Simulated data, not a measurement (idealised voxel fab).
process module | voxel trench capacitor
cross-section cut | 225 nm wide | cells 5 nm
A cross-section is a grid of square cells, given in bands from the top down. A band is one or more rows of cells.
Each band's line starts with the height of the band's top and of its bottom, in nm. Then come its materials from left to right, each with its width in nm. One material with "throughout" fills the band from edge to edge. "air" is empty space.
Height 0 is the level under which the wafer as received is all one material. The lowest band goes on downwards, as in "0 down".
A width such as "30 to 40" changes by the same amount from each row of cells to the next, from the band's top row to its bottom row.
"no change" after a step means that no cell of the cross-section changed.
closed voids: empty space of 8 cells or more with no open way to the top, each as width x height at its distance from the left edge, in nm
after a step's settings: what the simulator itself notes on the step
overlay nm, on a step with a mask: how far to the right of its planned place the mask lay; to the left if negative
plan
1 op RECEIVE | material Si
2 op CONFORMAL_DEP | material SiN | thk nm 5
3 op PATTERN | tone open | mask id TRENCH | material resist | width nm 20 | pitch nm 55 | thk nm 20 | overlay nm 0
4 op DIRECTIONAL_ETCH | etch materials SiN | depth nm 5
5 op DIRECTIONAL_ETCH | etch materials Si | depth nm 35
6 op STRIP | etch materials resist
7 op CONFORMAL_DEP | material Al2O3 | thk nm 5
8 op CONFORMAL_DEP | material TiN | thk nm 5
9 op FILL_DEP | material W | thk nm 5
10 op CMP | height nm 5
varied across the wafers: width nm of step 3. The plan shows the first wafer's value. All wafers start alike
first wafer as received, after step 1
  0 down: Si throughout
  closed voids: none
first wafer at the end, after step 10
  5 to 0: SiN 45 | Al2O3 5 | TiN 10 | Al2O3 5 | SiN 35 | Al2O3 5 | TiN 10 | Al2O3 5 | SiN 35 | Al2O3 5 | TiN 10 | Al2O3 5 | SiN 50
  0 to -30: Si 45 | Al2O3 5 | TiN 10 | Al2O3 5 | Si 35 | Al2O3 5 | TiN 10 | Al2O3 5 | Si 35 | Al2O3 5 | TiN 10 | Al2O3 5 | Si 50
  -30 to -35: Si 45 | Al2O3 20 | Si 35 | Al2O3 20 | Si 35 | Al2O3 20 | Si 50
  -35 down: Si throughout
  closed voids: none
last wafer at the end
  5 to 0: SiN 35 | Al2O3 5 | TiN 5 | W 20 | TiN 5 | Al2O3 5 | SiN 15 | Al2O3 5 | TiN 5 | W 20 | TiN 5 | Al2O3 5 | SiN 15 | Al2O3 5 | TiN 5 | W 20 | TiN 5 | Al2O3 5 | SiN 40
  0 to -25: Si 35 | Al2O3 5 | TiN 5 | W 20 | TiN 5 | Al2O3 5 | Si 15 | Al2O3 5 | TiN 5 | W 20 | TiN 5 | Al2O3 5 | Si 15 | Al2O3 5 | TiN 5 | W 20 | TiN 5 | Al2O3 5 | Si 40
  -25 to -30: Si 35 | Al2O3 5 | TiN 30 | Al2O3 5 | Si 15 | Al2O3 5 | TiN 30 | Al2O3 5 | Si 15 | Al2O3 5 | TiN 30 | Al2O3 5 | Si 40
  -30 to -35: Si 35 | Al2O3 40 | Si 15 | Al2O3 40 | Si 15 | Al2O3 40 | Si 40
  -35 down: Si throughout
  closed voids: none
each wafer at the end: cells of each material gained (+) or lost (-) since it was received, then its closed voids
width nm 20 | +54 Al2O3 | -84 Si | +33 SiN | +42 TiN | closed voids: none
width nm 25 | +57 Al2O3 | -105 Si | +30 SiN | +45 TiN | +18 W | closed voids: none
width nm 30 | +60 Al2O3 | -126 Si | +27 SiN | +48 TiN | +36 W | closed voids: none
width nm 35 | +63 Al2O3 | -147 Si | +24 SiN | +51 TiN | +54 W | closed voids: none
width nm 40 | +66 Al2O3 | -168 Si | +21 SiN | +54 TiN | +72 W | closed voids: none
